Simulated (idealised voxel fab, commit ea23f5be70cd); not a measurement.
Module name: voxel self aligned vias (process module)
Cross-section cut: width 235 nm, square cells of 5 nm.
Each cross-section below is a grid of square cells, stated as bands in top-down order, with one or more rows of cells making up each band. The band entry comprises the height of the band's top followed by the height of its bottom, expressed in nm, and subsequently the band's materials from left to right, each stated together with its width in nm. Where a single material is marked with the word "all across", that material fills the band from edge to edge. The word "air" represents empty space. Zero point of the height axis is 0; under it, received wafer = one material. Lowest band: continues down indefinitely, "top 0, no bottom". Quick explanation for "30->40": the width changes in equal steps down the rows of cells, from the first number in the band's top row to the second number in its bottom row. Step marked "stayed the same"? Then no cell in the cross-section changed in it. "Cavities, closed" means: voids of 8 cells or more that are shut off from the top with no open way through. Written width x height at distance, distance from the left edge, in nm. On each step's line, the part that comes after the settings is the simulator's own comment on the step. Each step line may optionally specify "overlay nm", which for a step with a mask gives the rightward distance between the mask's planned place and where it lay, a negative value indicating the leftward direction.

-- Here's what the planned process steps look like
- 1: RECEIVE (material Si)
- 2: CONFORMAL_DEP (material SiO2; thk nm 10)
- 3: CONFORMAL_DEP (material SiCN; thk nm 5)
- 4: DIRECTIONAL_DEP (material SiO2; thk nm 20)
- 5: PATTERN (tone open; mask id LINES; material resist; width nm 30; pitch nm 70; thk nm 20; overlay nm 0)
- 6: DIRECTIONAL_ETCH (etch materials SiO2; depth nm 20)
- 7: STRIP (etch materials resist)
- 8: CONFORMAL_DEP (material TiN; thk nm 5)
- 9: FILL_DEP (material Ru; thk nm 5)
- 10: CMP (height nm 35)
- 11: SELECTIVE_ETCH (etch materials W Ru TiN; depth nm 10)
- 12: FILL_DEP (material SiN; thk nm 5)
- 13: CMP (height nm 35)
- 14: DIRECTIONAL_DEP (material SiO2; thk nm 15)
- 15: DIRECTIONAL_DEP (material aC; thk nm 15)
- 16: PATTERN (tone open; mask id VIAS; material resist; width nm 50; pitch nm 70; thk nm 35; overlay nm 0)
- 17: DIRECTIONAL_ETCH (etch materials aC; depth nm 15)
- 18: STRIP (etch materials resist)
- 19: DIRECTIONAL_ETCH (etch materials SiO2; depth nm 15)
- 20: DIRECTIONAL_ETCH (etch materials SiN; depth nm 10)
- 21: STRIP (etch materials aC)
- 22: CONFORMAL_DEP (material TiN; thk nm 5)
- 23: FILL_DEP (material W; thk nm 5)
- 24: CMP (height nm 50)
- 25: CONFORMAL_DEP (material SiCN; thk nm 5)

-- First of the two wafers, run per plan

-- Cross-section of the incoming wafer, state after step 1
	top 0, no bottom | Si all across
	Cavities, closed: none

-- Cross-section: wafer state after step 2
	top 10, bottom 0 | SiO2 all across
	Under 0: no change, same as before.

-- Cross-section: wafer state after step 3
	top 15, bottom 10 | SiCN all across
	Under 10: no change, same as before.

-- Cross-section: wafer state after step 4
	top 35, bottom 15 | SiO2 all across
	Under 15: no change, same as before.

-- Cross-section: wafer state after step 5
	top 55, bottom 35 | resist=30 | air=30 | resist=40 | air=30 | resist=40 | air=30 | resist=35
	Under 35: no change, same as before.

-- Cross-section: wafer state after step 6
	top 55, bottom 35 | resist=30 | air=30 | resist=40 | air=30 | resist=40 | air=30 | resist=35
	top 35, bottom 15 | SiO2=30 | air=30 | SiO2=40 | air=30 | SiO2=40 | air=30 | SiO2=35
	Under 15: no change, same as before.

-- Cross-section: wafer state after step 7
	top 35, bottom 15 | SiO2=30 | air=30 | SiO2=40 | air=30 | SiO2=40 | air=30 | SiO2=35
	Under 15: no change, same as before.

-- Cross-section: wafer state after step 8
	top 40, bottom 35 | TiN=35 | air=20 | TiN=50 | air=20 | TiN=50 | air=20 | TiN=40
	top 35, bottom 20 | SiO2=30 | TiN=5 | air=20 | TiN=5 | SiO2=40 | TiN=5 | air=20 | TiN=5 | SiO2=40 | TiN=5 | air=20 | TiN=5 | SiO2=35
	top 20, bottom 15 | SiO2=30 | TiN=30 | SiO2=40 | TiN=30 | SiO2=40 | TiN=30 | SiO2=35
	Under 15: no change, same as before.

-- Cross-section: wafer state after step 9
	top 45, bottom 40 | Ru all across
	top 40, bottom 35 | TiN=35 | Ru=20 | TiN=50 | Ru=20 | TiN=50 | Ru=20 | TiN=40
	top 35, bottom 20 | SiO2=30 | TiN=5 | Ru=20 | TiN=5 | SiO2=40 | TiN=5 | Ru=20 | TiN=5 | SiO2=40 | TiN=5 | Ru=20 | TiN=5 | SiO2=35
	Under 20: no change, same as before.

-- Cross-section: wafer state after step 10
	top 35, bottom 20 | SiO2=30 | TiN=5 | Ru=20 | TiN=5 | SiO2=40 | TiN=5 | Ru=20 | TiN=5 | SiO2=40 | TiN=5 | Ru=20 | TiN=5 | SiO2=35
	Under 20: no change, same as before.

-- Cross-section: wafer state after step 11
	top 35, bottom 25 | SiO2=30 | air=30 | SiO2=40 | air=30 | SiO2=40 | air=30 | SiO2=35
	Under 25: no change, same as before.

-- Cross-section: wafer state after step 12
	top 40, bottom 35 | SiN all across
	top 35, bottom 25 | SiO2=30 | SiN=30 | SiO2=40 | SiN=30 | SiO2=40 | SiN=30 | SiO2=35
	Under 25: no change, same as before.

-- Cross-section: wafer state after step 13
	top 35, bottom 25 | SiO2=30 | SiN=30 | SiO2=40 | SiN=30 | SiO2=40 | SiN=30 | SiO2=35
	Under 25: no change, same as before.

-- Cross-section: wafer state after step 14
	top 50, bottom 35 | SiO2 all across
	Under 35: no change, same as before.

-- Cross-section: wafer state after step 15
	top 65, bottom 50 | aC all across
	Under 50: no change, same as before.

-- Cross-section: wafer state after step 16
	top 100, bottom 65 | resist=20 | air=50 | resist=20 | air=50 | resist=20 | air=50 | resist=25
	Under 65: no change, same as before.

-- Cross-section: wafer state after step 17
	top 85, bottom 65 | resist=20 | air=50 | resist=20 | air=50 | resist=20 | air=50 | resist=25
	top 65, bottom 50 | aC=20 | air=50 | aC=20 | air=50 | aC=20 | air=50 | aC=25
	Under 50: no change, same as before.

-- Cross-section: wafer state after step 18
	top 65, bottom 50 | aC=20 | air=50 | aC=20 | air=50 | aC=20 | air=50 | aC=25
	Under 50: no change, same as before.

-- Cross-section: wafer state after step 19
	top 65, bottom 50 | aC=20 | air=50 | aC=20 | air=50 | aC=20 | air=50 | aC=25
	top 50, bottom 35 | SiO2=20 | air=50 | SiO2=20 | air=50 | SiO2=20 | air=50 | SiO2=25
	Under 35: no change, same as before.

-- Cross-section: wafer state after step 20
	top 65, bottom 50 | aC=20 | air=50 | aC=20 | air=50 | aC=20 | air=50 | aC=25
	top 50, bottom 35 | SiO2=20 | air=50 | SiO2=20 | air=50 | SiO2=20 | air=50 | SiO2=25
	top 35, bottom 25 | SiO2=30 | air=30 | SiO2=40 | air=30 | SiO2=40 | air=30 | SiO2=35
	Under 25: no change, same as before.

-- Cross-section: wafer state after step 21
	top 50, bottom 35 | SiO2=20 | air=50 | SiO2=20 | air=50 | SiO2=20 | air=50 | SiO2=25
	Under 35: no change, same as before.

-- Cross-section: wafer state after step 22
	top 55, bottom 50 | TiN=25 | air=40 | TiN=30 | air=40 | TiN=30 | air=40 | TiN=30
	top 50, bottom 40 | SiO2=20 | TiN=5 | air=40 | TiN=5 | SiO2=20 | TiN=5 | air=40 | TiN=5 | SiO2=20 | TiN=5 | air=40 | TiN=5 | SiO2=25
	top 40, bottom 30 | SiO2=20->30 | TiN=15->5 | air=20 | TiN=15->5 | SiO2=20->40 | TiN=15->5 | air=20 | TiN=15->5 | SiO2=20->40 | TiN=15->5 | air=20 | TiN=15->5 | SiO2=25->35
	top 30, bottom 25 | SiO2=30 | TiN=30 | SiO2=40 | TiN=30 | SiO2=40 | TiN=30 | SiO2=35
	Under 25: no change, same as before.

-- Cross-section: wafer state after step 23
	top 60, bottom 55 | W all across
	top 55, bottom 50 | TiN=25 | W=40 | TiN=30 | W=40 | TiN=30 | W=40 | TiN=30
	top 50, bottom 40 | SiO2=20 | TiN=5 | W=40 | TiN=5 | SiO2=20 | TiN=5 | W=40 | TiN=5 | SiO2=20 | TiN=5 | W=40 | TiN=5 | SiO2=25
	top 40, bottom 30 | SiO2=20->30 | TiN=15->5 | W=20 | TiN=15->5 | SiO2=20->40 | TiN=15->5 | W=20 | TiN=15->5 | SiO2=20->40 | TiN=15->5 | W=20 | TiN=15->5 | SiO2=25->35
	Under 30: no change, same as before.

-- Cross-section: wafer state after step 24
	top 50, bottom 40 | SiO2=20 | TiN=5 | W=40 | TiN=5 | SiO2=20 | TiN=5 | W=40 | TiN=5 | SiO2=20 | TiN=5 | W=40 | TiN=5 | SiO2=25
	Under 40: no change, same as before.

-- Cross-section: wafer state after step 25
	top 55, bottom 50 | SiCN all across
	Under 50: no change, same as before.

-- Regarding the second of the two wafers: it shared the first wafer's starting condition and process plan, yet one error occurred during its execution. Its history coincides with that of the first wafer up to and including step 10

-- Here is the second wafer in cross-section at the point where step 11 of the plan should have been done
	top 35, bottom 20 | SiO2=30 | air=30 | SiO2=40 | air=30 | SiO2=40 | air=30 | SiO2=35
	Under 20: no change, same as before.

-- Here is the second wafer in cross-section at the point where step 12 of the plan should have been done
	top 40, bottom 35 | SiN all across
	top 35, bottom 20 | SiO2=30 | SiN=30 | SiO2=40 | SiN=30 | SiO2=40 | SiN=30 | SiO2=35
	Under 20: no change, same as before.

-- Here is the second wafer in cross-section at the point where step 13 of the plan should have been done
	top 35, bottom 20 | SiO2=30 | SiN=30 | SiO2=40 | SiN=30 | SiO2=40 | SiN=30 | SiO2=35
	Under 20: no change, same as before.

-- Here is the second wafer in cross-section at the point where step 14 of the plan should have been done
	top 50, bottom 35 | SiO2 all across
	Under 35: no change, same as before.

-- Here is the second wafer in cross-section at the point where step 15 of the plan should have been done
	top 65, bottom 50 | aC all across
	Under 50: no change, same as before.

-- Here is the second wafer in cross-section at the point where step 16 of the plan should have been done
	top 100, bottom 65 | resist=20 | air=50 | resist=20 | air=50 | resist=20 | air=50 | resist=25
	Under 65: no change, same as before.

-- Here is the second wafer in cross-section at the point where step 17 of the plan should have been done
	top 85, bottom 65 | resist=20 | air=50 | resist=20 | air=50 | resist=20 | air=50 | resist=25
	top 65, bottom 50 | aC=20 | air=50 | aC=20 | air=50 | aC=20 | air=50 | aC=25
	Under 50: no change, same as before.

-- Here is the second wafer in cross-section at the point where step 18 of the plan should have been done
	top 65, bottom 50 | aC=20 | air=50 | aC=20 | air=50 | aC=20 | air=50 | aC=25
	Under 50: no change, same as before.

-- Here is the second wafer in cross-section at the point where step 19 of the plan should have been done
	top 65, bottom 50 | aC=20 | air=50 | aC=20 | air=50 | aC=20 | air=50 | aC=25
	top 50, bottom 35 | SiO2=20 | air=50 | SiO2=20 | air=50 | SiO2=20 | air=50 | SiO2=25
	Under 35: no change, same as before.

-- Here is the second wafer in cross-section at the point where step 20 of the plan should have been done
	top 65, bottom 50 | aC=20 | air=50 | aC=20 | air=50 | aC=20 | air=50 | aC=25
	top 50, bottom 35 | SiO2=20 | air=50 | SiO2=20 | air=50 | SiO2=20 | air=50 | SiO2=25
	top 35, bottom 25 | SiO2=30 | air=30 | SiO2=40 | air=30 | SiO2=40 | air=30 | SiO2=35
	Under 25: no change, same as before.

-- Here is the second wafer in cross-section at the point where step 21 of the plan should have been done
	top 50, bottom 35 | SiO2=20 | air=50 | SiO2=20 | air=50 | SiO2=20 | air=50 | SiO2=25
	Under 35: no change, same as before.

-- Here is the second wafer in cross-section at the point where step 22 of the plan should have been done
	top 55, bottom 50 | TiN=25 | air=40 | TiN=30 | air=40 | TiN=30 | air=40 | TiN=30
	top 50, bottom 40 | SiO2=20 | TiN=5 | air=40 | TiN=5 | SiO2=20 | TiN=5 | air=40 | TiN=5 | SiO2=20 | TiN=5 | air=40 | TiN=5 | SiO2=25
	top 40, bottom 30 | SiO2=20->30 | TiN=15->5 | air=20 | TiN=15->5 | SiO2=20->40 | TiN=15->5 | air=20 | TiN=15->5 | SiO2=20->40 | TiN=15->5 | air=20 | TiN=15->5 | SiO2=25->35
	top 30, bottom 25 | SiO2=30 | TiN=30 | SiO2=40 | TiN=30 | SiO2=40 | TiN=30 | SiO2=35
	Under 25: no change, same as before.

-- Here is the second wafer in cross-section at the point where step 23 of the plan should have been done
	top 60, bottom 55 | W all across
	top 55, bottom 50 | TiN=25 | W=40 | TiN=30 | W=40 | TiN=30 | W=40 | TiN=30
	top 50, bottom 40 | SiO2=20 | TiN=5 | W=40 | TiN=5 | SiO2=20 | TiN=5 | W=40 | TiN=5 | SiO2=20 | TiN=5 | W=40 | TiN=5 | SiO2=25
	top 40, bottom 30 | SiO2=20->30 | TiN=15->5 | W=20 | TiN=15->5 | SiO2=20->40 | TiN=15->5 | W=20 | TiN=15->5 | SiO2=20->40 | TiN=15->5 | W=20 | TiN=15->5 | SiO2=25->35
	Under 30: no change, same as before.

-- Here is the second wafer in cross-section at the point where step 24 of the plan should have been done
	top 50, bottom 40 | SiO2=20 | TiN=5 | W=40 | TiN=5 | SiO2=20 | TiN=5 | W=40 | TiN=5 | SiO2=20 | TiN=5 | W=40 | TiN=5 | SiO2=25
	Under 40: no change, same as before.

-- Here is the second wafer in cross-section at the point where step 25 of the plan should have been done
	top 55, bottom 50 | SiCN all across
	Under 50: no change, same as before.
Deviation noted in wafer processing: step 11 deviated from plan and actually ran as SELECTIVE_ETCH (etch materials W Ru TiN; depth nm 15)
Final comparison by cell count, materials where the second wafer has more or fewer than the first: 12 fewer of Ru; 18 more of SiN; 6 fewer of TiN
